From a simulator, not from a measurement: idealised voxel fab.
Documented hereafter: the process module known as voxel capacitor over wiring.
For reference, the cross-section in this document is cut, with width 170 nm and square cells of 5 nm.
A cross-section is a grid of square cells, given in bands from the top down. A band is one or more rows of cells.
For a band, the entry starts with two heights in nm, that of the top and then that of the bottom, and carries on with the band's materials in order from left to right, each alongside its width in nm; the word "full width" beside a single material means it fills the band edge to edge, and "air" means empty space.
Below 0: as-received wafer, all one material; heights counted from there. Lowest band: no bottom, goes on down, written "0 nm and below".
Width spec "30..40" -> top row of cells at first value, bottom row at second value, equal per-row change in between.
No cell of the cross-section changed in a step that is given as "nothing altered".
The entry titled "Trapped voids" provides the empty spaces that have no open way to the top, restricted to those of 8 cells or more. Each is presented as width x height at distance, the distance being measured from the left edge, with all three in nm.
If you see something after the settings on a step's line, that's the simulator's own remark about that step.
overlay nm, on a step with a mask: how far to the right of its planned place the mask lay; to the left if negative
**List of planned process steps**
1. RECEIVE: material Si
2. CONFORMAL_DEP: material SiO2, thk nm 10
3. DIRECTIONAL_DEP: material TiN, thk nm 5
4. DIRECTIONAL_DEP: material Ru, thk nm 15
5. DIRECTIONAL_DEP: material aC, thk nm 15
6. PATTERN: tone cover, mask id METAL_1, material resist, width nm 20, pitch nm 80, thk nm 35, overlay nm 0
7. DIRECTIONAL_ETCH: etch materials aC, depth nm 15
8. STRIP: etch materials resist
9. DIRECTIONAL_ETCH: etch materials Ru, depth nm 15
10. DIRECTIONAL_ETCH: etch materials TiN, depth nm 5
11. STRIP: etch materials aC
12. FILL_DEP: material SiO2, thk nm 10
13. CMP: height nm 30
14. CONFORMAL_DEP: material SiCN, thk nm 5
15. DIRECTIONAL_DEP: material lowk, thk nm 15
16. DIRECTIONAL_DEP: material aC, thk nm 15
17. PATTERN: tone open, mask id PLUG_1, material resist, width nm 15, thk nm 30, overlay nm 0
18. DIRECTIONAL_ETCH: etch materials aC, depth nm 15
19. STRIP: etch materials resist
20. DIRECTIONAL_ETCH: etch materials lowk, depth nm 15
21. DIRECTIONAL_ETCH: etch materials SiCN, depth nm 5
22. STRIP: etch materials aC
23. CONFORMAL_DEP: material TiN, thk nm 5
24. FILL_DEP: material W, thk nm 5
25. CMP: height nm 50
26. DIRECTIONAL_DEP: material TiN, thk nm 10
27. DIRECTIONAL_DEP: material SiN, thk nm 5
28. DIRECTIONAL_DEP: material TiN, thk nm 10
29. MASKED_ETCH: tone cover, mask id UPPER_PLATE, width nm 65, etch materials TiN, depth nm 10, overlay nm 0
30. MASKED_ETCH: tone cover, mask id UPPER_PLATE, width nm 65, etch materials SiN, depth nm 5, overlay nm 0
31. PATTERN: tone cover, mask id LOWER_PLATE, material resist, width nm 75, thk nm 20, overlay nm 0
32. DIRECTIONAL_ETCH: etch materials TiN, depth nm 10
33. STRIP: etch materials resist
34. FILL_DEP: material SiO2, thk nm 15
35. CMP: height nm 85
36. DIRECTIONAL_DEP: material aC, thk nm 15
37. PATTERN: tone open, mask id PLUG_2, material resist, width nm 15, thk nm 30, overlay nm 0
38. DIRECTIONAL_ETCH: etch materials aC, depth nm 15
39. STRIP: etch materials resist
40. DIRECTIONAL_ETCH: etch materials SiO2, depth nm 10
41. STRIP: etch materials aC
42. CONFORMAL_DEP: material TiN, thk nm 5
43. FILL_DEP: material Cu, thk nm 5
44. CMP: height nm 85
45. CONFORMAL_DEP: material SiN, thk nm 5
**Shown in cross-section is the wafer as received, that is, as it stands after step 1**
* 0 nm and below = Si full width
* Trapped voids: none
**a wafer at the end: this start, this plan, one mistake**
* 90 nm to 85 nm = SiN full width
* 85 nm to 80 nm = Cu (45), TiN (5), SiO2 (15), TiN (5), Cu (100)
* 80 nm to 75 nm = TiN (50), SiO2 (15), TiN (105)
* 75 nm to 65 nm = SiO2 (40), TiN (65), SiO2 (65)
* 65 nm to 60 nm = SiO2 (40), SiN (65), SiO2 (65)
* 60 nm to 50 nm = SiO2 (35), TiN (75), SiO2 (60)
* 50 nm to 35 nm = lowk (40), TiN (5), W (5), TiN (5), lowk (115)
* 35 nm to 30 nm = SiCN (40), TiN (15), SiCN (115)
* 30 nm to 15 nm = SiO2 (35), Ru (20), SiO2 (60), Ru (20), SiO2 (35)
* 15 nm to 10 nm = SiO2 (35), TiN (20), SiO2 (60), TiN (20), SiO2 (35)
* 10 nm to 0 nm = SiO2 full width
* 0 nm and below = Si full width
* Trapped voids: none
Want to know what went wrong? step 37 ran with different settings than intended, the actual operation and settings being PATTERN: tone cover, mask id PLUG_2, material resist, width nm 15, thk nm 30, overlay nm 0
